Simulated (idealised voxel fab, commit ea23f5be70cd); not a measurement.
process module | voxel fin reveal
cross-section cut | 270 nm wide | cells 5 nm
A cross-section is a grid of square cells, given in bands from the top down. A band is one or more rows of cells.
Each band's line starts with the height of the band's top and of its bottom, in nm. Then come its materials from left to right, each with its width in nm. One material with "throughout" fills the band from edge to edge. "air" is empty space.
Height 0 is the level under which the wafer as received is all one material. The lowest band goes on downwards, as in "0 down".
A width such as "30 to 40" changes by the same amount from each row of cells to the next, from the band's top row to its bottom row.
"no change" after a step means that no cell of the cross-section changed.
closed voids: empty space of 8 cells or more with no open way to the top, each as width x height at its distance from the left edge, in nm
after a step's settings: what the simulator itself notes on the step
overlay nm, on a step with a mask: how far to the right of its planned place the mask lay; to the left if negative
plan
1 op RECEIVE | material Si
2 op CONFORMAL_DEP | material SiN | thk nm 10
3 op DIRECTIONAL_DEP | material aC | thk nm 15
4 op PATTERN | tone cover | mask id FINS | material resist | width nm 15 | pitch nm 35 | thk nm 35 | overlay nm 0
5 op DIRECTIONAL_ETCH | etch materials aC | depth nm 15
6 op STRIP | etch materials resist
7 op DIRECTIONAL_ETCH | etch materials SiN | depth nm 10
8 op DIRECTIONAL_ETCH | etch materials Si | depth nm 40
9 op STRIP | etch materials aC
10 op FILL_DEP | material SiO2 | thk nm 10
11 op CMP | height nm 10
12 op SELECTIVE_ETCH | etch materials SiO2 | depth nm 20
13 op STRIP | etch materials SiN
as received, after step 1
  0 down: Si throughout
  closed voids: none
a wafer at the end: this start, this plan, one mistake
  0 to -10: air 110 | Si 15 | air 20 | Si 15 | air 110
  -10 to -50: SiO2 110 | Si 15 | SiO2 20 | Si 15 | SiO2 110
  -50 down: Si throughout
  closed voids: none
what went wrong: step 8 ran as: op DIRECTIONAL_ETCH | etch materials Si | depth nm 50
